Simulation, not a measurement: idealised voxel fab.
Herein follows the process module entitled voxel tone inversion.
Pictured: cross-section cut, 230 nm wide, on a grid of 5 nm square cells.
How to read a cross-section here: the picture is a grid of square cells, written as bands going from the top down, and any band can span one or more rows of cells.
A band entry consists of two parts. The first gives the height of the band's top and the height of its bottom, in nm. The rest lists the band's materials from left to right, each with its width in nm. A single material labelled with the word "everywhere" fills the band from edge to edge, and the word "air" marks empty space.
Height reference: 0 = level under which incoming wafer is all one material. Lowest band: no bottom, runs on downward, e.g. "from 0 down".
The two numbers in a width such as "30 to 40" mark its ends across the band: the first belongs to the top row of cells, the second to the bottom row, and from each row to the next the width moves by the same amount.
Given "nothing got changed" for a step, no cell of the cross-section differs between before and after that step.
Under "Enclosed internal voids" you'll find the enclosed gaps, the ones with no way out to the top, that are 8 cells or bigger; each reads width x height at distance, with distance counted from the left edge, everything in nm.
Text after the settings on a step's line: the simulator's own remark on that step.
What "overlay nm" on a step's line means: if the step has a mask, that mask lay this far to the right of its planned place, or, when the value is negative, to the left.

THESE ARE THE STEPS WE PLANNED FOR THE PROCESS
1: RECEIVE,material Si
2: CONFORMAL_DEP,material SiN,thk nm 5
3: DIRECTIONAL_DEP,material aC,thk nm 20
4: PATTERN,tone cover,mask id POSTS,material resist,width nm 15,pitch nm 45,thk nm 30,overlay nm 0
5: DIRECTIONAL_ETCH,etch materials aC,depth nm 20
6: STRIP,etch materials resist
7: FILL_DEP,material SiO2,thk nm 5
8: CMP,height nm 25
9: STRIP,etch materials aC
Keep in mind the plan's value for the width nm of step 4 comes from the first wafer; the wafers don't share that setting, but they do share the same starting point.

CUT THROUGH THE FIRST OF SEVERAL WAFERS AS RECEIVED, POST STEP 1
from 0 down  Si everywhere
Enclosed internal voids: none

CROSS-SECTION AFTER STEP 9, THE FINAL STEP OF THE MODULE, FOR THE FIRST OF SEVERAL WAFERS
from 25 to 5  SiO2 (85), then air (15), then SiO2 (30), then air (15), then SiO2 (85)
from 5 to 0  SiN everywhere
from 0 down  Si everywhere
Enclosed internal voids: none

CROSS-SECTION OF THE FINAL WAFER AMONG SEVERAL, TAKEN AT THE END OF THE MODULE
from 25 to 5  SiO2 (80), then air (30), then SiO2 (15), then air (30), then SiO2 (75)
from 5 to 0  SiN everywhere
from 0 down  Si everywhere
Enclosed internal voids: none

THE ROWS OF THE TABLE BELOW ARE WAFERS. LOOKING AT THE END OF THE MODULE, A ROW COUNTS, FOR EVERY MATERIAL, THE CELLS THE WAFER HAS GAINED, SHOWN AS (+), OR LOST, SHOWN AS (-), SINCE IT WAS RECEIVED; ITS CLOSED VOIDS COME NEXT
width nm 15, +46 SiN, +160 SiO2, Enclosed internal voids: none
width nm 20, +46 SiN, +152 SiO2, Enclosed internal voids: none
width nm 25, +46 SiN, +144 SiO2, Enclosed internal voids: none
width nm 30, +46 SiN, +136 SiO2, Enclosed internal voids: none
